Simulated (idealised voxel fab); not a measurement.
process module | voxel self aligned contacts
cross-section cut | 255 nm wide | cells 5 nm
A cross-section is a grid of square cells, given in bands from the top down. A band is one or more rows of cells.
Each band's line starts with the height of the band's top and of its bottom, in nm. Then come its materials from left to right, each with its width in nm. One material with "throughout" fills the band from edge to edge. "air" is empty space.
Height 0 is the level under which the wafer as received is all one material. The lowest band goes on downwards, as in "0 down".
A width such as "30 to 40" changes by the same amount from each row of cells to the next, from the band's top row to its bottom row.
"no change" after a step means that no cell of the cross-section changed.
closed voids: empty space of 8 cells or more with no open way to the top, each as width x height at its distance from the left edge, in nm
after a step's settings: what the simulator itself notes on the step
overlay nm, on a step with a mask: how far to the right of its planned place the mask lay; to the left if negative
plan
1 op RECEIVE | material Si
2 op OXIDIZE | depth nm 5
3 op DIRECTIONAL_DEP | material polySi | thk nm 25
4 op DIRECTIONAL_DEP | material SiN | thk nm 20
5 op MASKED_ETCH | tone cover | mask id GATE | width nm 35 | pitch nm 70 | etch materials SiN | depth nm 20 | overlay nm 0
6 op MASKED_ETCH | tone cover | mask id GATE | width nm 35 | pitch nm 70 | etch materials polySi | depth nm 25 | overlay nm 0
7 op CONFORMAL_DEP | material SiN | thk nm 5
8 op DIRECTIONAL_ETCH | etch materials SiN | depth nm 5
9 op FILL_DEP | material SiO2 | thk nm 10
10 op CMP | height nm 50
11 op DIRECTIONAL_DEP | material aC | thk nm 10
12 op PATTERN | tone open | mask id CONTACT | material resist | width nm 45 | thk nm 30 | overlay nm 0
13 op DIRECTIONAL_ETCH | etch materials aC | depth nm 10
14 op STRIP | etch materials resist
15 op DIRECTIONAL_ETCH | etch materials SiO2 | depth nm 55
16 op STRIP | etch materials aC
17 op CONFORMAL_DEP | material TiN | thk nm 5
18 op FILL_DEP | material W | thk nm 5
19 op CMP | height nm 50
20 op CONFORMAL_DEP | material SiCN | thk nm 5
as received, after step 1
  0 down: Si throughout
  closed voids: none
first wafer at the end, as planned
  55 to 50: SiCN throughout
  50 to 45: SiO2 105 | TiN 15 | W 15 | TiN 15 | SiO2 105
  45 to 25: SiO2 70 | SiN 45 | TiN 5 | W 15 | TiN 5 | SiN 45 | SiO2 70
  25 to 0: SiO2 70 | SiN 5 | polySi 35 | SiN 5 | TiN 5 | W 15 | TiN 5 | SiN 5 | polySi 35 | SiN 5 | SiO2 70
  0 to -5: SiO2 115 | TiN 25 | SiO2 115
  -5 down: Si throughout
  closed voids: none
second wafer at the end: like start, like plan, one mistake
  55 to 50: SiCN throughout
  50 to 30: SiO2 70 | SiN 5 | polySi 35 | SiN 5 | TiN 5 | W 15 | TiN 5 | SiN 5 | polySi 35 | SiN 5 | SiO2 70
  30 to 25: SiO2 70 | SiN 5 | polySi 35 | SiN 5 | TiN 25 | SiN 5 | polySi 35 | SiN 5 | SiO2 70
  25 to 0: polySi throughout
  0 to -5: SiO2 throughout
  -5 down: Si throughout
  closed voids: none
what went wrong: step 3 was run twice
at the end the second wafer has, in cells: 72 fewer of SiN | 149 fewer of SiO2 | 16 fewer of TiN | 18 fewer of W | 255 more of polySi
